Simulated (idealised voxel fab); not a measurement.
process module | voxel self aligned vias
Cross-section cut spans 155 nm and uses square cells 5 nm in size.
Throughout this document, each cross-section is represented as a grid of square cells and is presented as a sequence of bands enumerated from the top downward, where a band comprises one or more rows of cells. What a band's entry tells you: where the top is and where the bottom is, as heights in nm, and after that what lies inside, material by material from left to right, each with its width in nm. Empty space is written as the word "empty", and a single material marked with the word "all across" occupies the band from edge to edge. It should be noted that heights are counted from 0, beneath which the wafer as supplied is of one material throughout, and that the lowest band possesses no lower boundary but continues downward, as written in "0..down". The width entry "30->40" should be interpreted row by row: the top row of cells in the band takes the first number, the bottom row takes the second number, and the change between adjacent rows is uniform throughout. When a step is marked "no change", none of the cells in the cross-section changed during that step. Basically, "Voids, sealed" tells you about the enclosed voids: empty spaces with no open way to the top, 8 cells or bigger, each written width x height at distance, where distance is from the left edge, all in nm. Read whatever lies past the settings on a step's line as the simulator's own remark about the step. overlay nm: how far to the right of its planned place the mask lay on this masked step (negative: to the left).
Planned process steps:
1,RECEIVE | material Si
2,CONFORMAL_DEP | material SiO2 | thk nm 15
3,CONFORMAL_DEP | material SiCN | thk nm 5
4,DIRECTIONAL_DEP | material SiO2 | thk nm 20
5,DIRECTIONAL_DEP | material aC | thk nm 15
6,PATTERN | tone open | mask id LINES | material resist | width nm 20 | pitch nm 70 | thk nm 30 | overlay nm 0
7,DIRECTIONAL_ETCH | etch materials aC | depth nm 15
8,STRIP | etch materials resist
9,DIRECTIONAL_ETCH | etch materials SiO2 | depth nm 20
10,STRIP | etch materials aC
11,CONFORMAL_DEP | material TiN | thk nm 5
12,FILL_DEP | material W | thk nm 10
13,CMP | height nm 40
14,SELECTIVE_ETCH | etch materials W Ru TiN | depth nm 5
15,FILL_DEP | material SiN | thk nm 10
16,CMP | height nm 40
17,DIRECTIONAL_DEP | material SiO2 | thk nm 20
18,DIRECTIONAL_DEP | material aC | thk nm 10
19,PATTERN | tone open | mask id VIAS | material resist | width nm 40 | thk nm 30 | overlay nm 0
20,DIRECTIONAL_ETCH | etch materials aC | depth nm 10
21,STRIP | etch materials resist
22,DIRECTIONAL_ETCH | etch materials SiO2 | depth nm 20
23,DIRECTIONAL_ETCH | etch materials SiN | depth nm 5
24,STRIP | etch materials aC
25,CONFORMAL_DEP | material TiN | thk nm 5
26,FILL_DEP | material Cu | thk nm 5
27,CMP | height nm 60
28,CONFORMAL_DEP | material SiN | thk nm 5
Step 1 complete: cross-section of the wafer as received:
> 0..down | Si all across
> Voids, sealed: none
One mistake in running the module, otherwise start and plan as above: cross-section at the end:
> 65..60 | SiN all across
> 60..45 | SiO2 20  TiN 5  Cu 30  TiN 5  SiO2 95
> 45..40 | SiO2 20  TiN 15  Cu 10  TiN 15  SiO2 95
> 40..35 | SiO2 30  TiN 20  SiO2 50  SiN 20  SiO2 35
> 35..30 | SiCN all across
> 30..0 | SiO2 all across
> 0..down | Si all across
> Voids, sealed: none
Want to know what went wrong? yeah, plan step 2 got run twice
